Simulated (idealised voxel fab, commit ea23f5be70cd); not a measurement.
Name of the process module below: voxel released beams
The width of the displayed cross-section, cut, is 170 nm; its cells are square, with a size of 5 nm.
In this document a cross-section is written as a grid of square cells. It is given as a series of bands, listed from the top down, and a band is one or more rows of cells.
The entry gives the band's vertical extent as a top height and a bottom height in nm, then its horizontal make-up as materials from left to right, each with a width in nm. "empty" stands for empty space; a single material marked "edge to edge" fills the band edge to edge.
Below 0: as-received wafer, all one material; heights counted from there. Lowest band: no bottom, goes on down, written "0 and below".
Graded width ("30->40"): value in top row of band = first number; value in bottom row = second number; row-to-row change constant.
You'll sometimes find "nothing got changed" written for a step, and that's the way of saying that nowhere in the cross-section did a cell change during that step.
"Enclosed voids" contains a list of empty spaces, each no smaller than 8 cells and without an open way to the top, written in the form width x height at distance with the distance from the left edge and all three in nm.
The remark found on a step's line after its settings is issued by the simulator itself and pertains to that step.
"overlay nm" denotes, for a step that has a mask, the displacement of the mask to the right of its planned place, with negative values corresponding to the left.
Planned process steps:
| 1 | RECEIVE [material Si] |
| 2 | CONFORMAL_DEP [material Al2O3] [thk nm 5] |
| 3 | DIRECTIONAL_DEP [material SiO2] [thk nm 10] |
| 4 | DIRECTIONAL_DEP [material aC] [thk nm 10] |
| 5 | PATTERN [tone open] [mask id ANCHOR] [material resist] [width nm 35] [thk nm 25] [overlay nm 0] |
| 6 | DIRECTIONAL_ETCH [etch materials aC] [depth nm 10] |
| 7 | STRIP [etch materials resist] |
| 8 | DIRECTIONAL_ETCH [etch materials SiO2] [depth nm 10] |
| 9 | STRIP [etch materials aC] |
| 10 | CONFORMAL_DEP [material SiN] [thk nm 10] |
| 11 | DIRECTIONAL_DEP [material aC] [thk nm 10] |
| 12 | PATTERN [tone cover] [mask id BEAM] [material resist] [width nm 90] [thk nm 30] [overlay nm 0] |
| 13 | DIRECTIONAL_ETCH [etch materials aC] [depth nm 10] |
| 14 | STRIP [etch materials resist] |
| 15 | DIRECTIONAL_ETCH [etch materials SiN] [depth nm 10] |
| 16 | STRIP [etch materials aC] |
| 17 | STRIP [etch materials SiO2] |
Cross-sectional view of the wafer in its as-received condition, corresponding to the state after step 1:
0 and below  Si edge to edge
Enclosed voids: none
Wafer at module end, in section. Began as above, planned as above, run with one mistake:
25 down to 15  empty (30)  SiN (20)  empty (15)  SiN (55)  empty (50)
15 down to 5  empty (40)  SiN (35)  empty (95)
5 down to 0  Al2O3 edge to edge
0 and below  Si edge to edge
Enclosed voids: none
Processing error: note that step 12 departed from the planned setting and was carried out as PATTERN [tone cover] [mask id BEAM] [material resist] [width nm 90] [thk nm 30] [overlay nm -5]
